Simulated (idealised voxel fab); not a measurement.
process module | voxel quadruple lines
cross-section cut | 205 nm wide | cells 5 nm
A cross-section is a grid of square cells, given in bands from the top down. A band is one or more rows of cells.
Each band's line starts with the height of the band's top and of its bottom, in nm. Then come its materials from left to right, each with its width in nm. One material with "throughout" fills the band from edge to edge. "air" is empty space.
Height 0 is the level under which the wafer as received is all one material. The lowest band goes on downwards, as in "0 down".
A width such as "30 to 40" changes by the same amount from each row of cells to the next, from the band's top row to its bottom row.
"no change" after a step means that no cell of the cross-section changed.
closed voids: empty space of 8 cells or more with no open way to the top, each as width x height at its distance from the left edge, in nm
after a step's settings: what the simulator itself notes on the step
overlay nm, on a step with a mask: how far to the right of its planned place the mask lay; to the left if negative
plan
1 op RECEIVE | material Si
2 op CONFORMAL_DEP | material Al2O3 | thk nm 5
3 op DIRECTIONAL_DEP | material W | thk nm 10
4 op DIRECTIONAL_DEP | material polySi | thk nm 20
5 op DIRECTIONAL_DEP | material aC | thk nm 20
6 op PATTERN | tone cover | mask id MANDREL | material resist | width nm 25 | thk nm 30 | overlay nm 0
7 op DIRECTIONAL_ETCH | etch materials aC | depth nm 20
8 op STRIP | etch materials resist
9 op CONFORMAL_DEP | material SiO2 | thk nm 15
10 op DIRECTIONAL_ETCH | etch materials SiO2 | depth nm 15
11 op STRIP | etch materials aC
12 op DIRECTIONAL_ETCH | etch materials polySi | depth nm 20
13 op STRIP | etch materials SiO2
14 op CONFORMAL_DEP | material SiN | thk nm 5
15 op DIRECTIONAL_ETCH | etch materials SiN | depth nm 5
16 op STRIP | etch materials polySi
17 op DIRECTIONAL_ETCH | etch materials W | depth nm 10
18 op STRIP | etch materials SiN
as received, after step 1
  0 down: Si throughout
  closed voids: none
a wafer at the end: this start, this plan, one mistake
  15 to 5: air 65 | W 5 | air 15 | W 5 | air 25 | W 5 | air 15 | W 5 | air 65
  5 to 0: Al2O3 throughout
  0 down: Si throughout
  closed voids: none
what went wrong: step 6 ran as: op PATTERN | tone cover | mask id MANDREL | material resist | width nm 35 | thk nm 30 | overlay nm 0
